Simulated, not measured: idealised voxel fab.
The process module presented herein is designated voxel fin reveal.
Cross-section cut: width 215 nm, square cells of 5 nm.
Just so we're on the same page, the cross-sections are grids of square cells, and they're listed out in bands top to bottom, each band one or more rows deep.
The band entry comprises the height of the band's top followed by the height of its bottom, expressed in nm, and subsequently the band's materials from left to right, each stated together with its width in nm. Where a single material is marked with the word "edge to edge", that material fills the band from edge to edge. The word "blank" represents empty space.
The reference from which all heights are counted is 0, the level beneath which the as-received wafer is entirely one material; the lowest band, having no lower bound, proceeds downward and is written after the example "0 and below".
The width entry "30->40" should be interpreted row by row: the top row of cells in the band takes the first number, the bottom row takes the second number, and the change between adjacent rows is uniform throughout.
What does "identical to before" mean for a step? It means no cell of the cross-section changed in that step.
Under "Sealed-off cavities" you'll find the enclosed gaps, the ones with no way out to the top, that are 8 cells or bigger; each reads width x height at distance, with distance counted from the left edge, everything in nm.
Post-settings text on a step line: simulator's own remark regarding the step.
When a step includes a mask, the "overlay nm" setting on its line states how far to the right of its planned place that mask lay, and negative values state how far to the left.
**Process steps (planned)**
1,RECEIVE with material Si
2,CONFORMAL_DEP with material SiN, thk nm 5
3,DIRECTIONAL_DEP with material aC, thk nm 15
4,PATTERN with tone cover, mask id FINS, material resist, width nm 15, pitch nm 40, thk nm 35, overlay nm 0
5,DIRECTIONAL_ETCH with etch materials aC, depth nm 15
6,STRIP with etch materials resist
7,DIRECTIONAL_ETCH with etch materials SiN, depth nm 5
8,DIRECTIONAL_ETCH with etch materials Si, depth nm 40
9,STRIP with etch materials aC
10,OXIDIZE with depth nm 5
11,FILL_DEP with material SiO2, thk nm 10
12,CMP with height nm 5
13,SELECTIVE_ETCH with etch materials SiO2, depth nm 15
14,STRIP with etch materials SiN
15,CONFORMAL_DEP with material HfO2, thk nm 5
Where the wafers of this document differ is in the width nm of step 4; they start out the same, and the plan states the value that applied to the first wafer.
**This is how the first of several wafers looked in cross-section when it arrived, which is after step 1**
  0 and below = Si edge to edge
  Sealed-off cavities: none
**Per wafer (row), end of module: delta in cells per material since receipt, (+) for gained, (-) for lost; closed voids after that**
width nm 15; +55 HfO2; -360 Si; +280 SiO2; Sealed-off cavities: none
width nm 20; +55 HfO2; -333 Si; +259 SiO2; Sealed-off cavities: none
width nm 25; +55 HfO2; -306 Si; +238 SiO2; Sealed-off cavities: none
